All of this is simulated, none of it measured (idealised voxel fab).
Process module heading - voxel tone inversion
Cross-section cut spans 190 nm and uses square cells 5 nm in size.
In this document a cross-section is written as a grid of square cells. It is given as a series of bands, listed from the top down, and a band is one or more rows of cells. What a band's entry tells you: where the top is and where the bottom is, as heights in nm, and after that what lies inside, material by material from left to right, each with its width in nm. Empty space is written as the word "blank", and a single material marked with the word "everywhere" occupies the band from edge to edge. For the purposes of this specification, 0 denotes the height below which the wafer in its as-received condition is composed wholly of one material, and the lowermost band, lacking a lower limit, extends downward without end, as expressed in "from 0 down". A width given as "30->40" starts at the first number in the band's top row and ends at the second number in its bottom row, shifting by an equal amount at every step from row to row. Given "nothing changed" for a step, no cell of the cross-section differs between before and after that step. Encapsulated voids: empty space of 8 cells or more with no open way to the top, each as width x height at its distance from the left edge, in nm. Where a step's line continues beyond its settings, the continuation is a remark by the simulator itself on that step. For masked steps, "overlay nm" on the step line gives how far right of plan the mask actually lay; a minus sign means it lay to the left.

Intended process steps
step 1: op RECEIVE | material Si
step 2: op CONFORMAL_DEP | material SiN | thk nm 5
step 3: op DIRECTIONAL_DEP | material polySi | thk nm 15
step 4: op PATTERN | tone cover | mask id POSTS | material resist | width nm 15 | pitch nm 45 | thk nm 25 | overlay nm 0
step 5: op DIRECTIONAL_ETCH | etch materials polySi | depth nm 15
step 6: op STRIP | etch materials resist
step 7: op FILL_DEP | material SiO2 | thk nm 5
step 8: op CMP | height nm 20
step 9: op STRIP | etch materials polySi

Delivered wafer in cross-section: state after step 1
	from 0 down  Si everywhere
	Encapsulated voids: none

Same starting wafer, same plan as above, one mistake in the execution; this is the cross-section at the end of the module
	from 20 to 15  SiN everywhere
	from 15 to 0  polySi everywhere
	from 0 down  Si everywhere
	Encapsulated voids: none
In executing the process, a mistake was made relative to the plan: steps 2 and 3 of the plan were each performed in the slot designated for the other
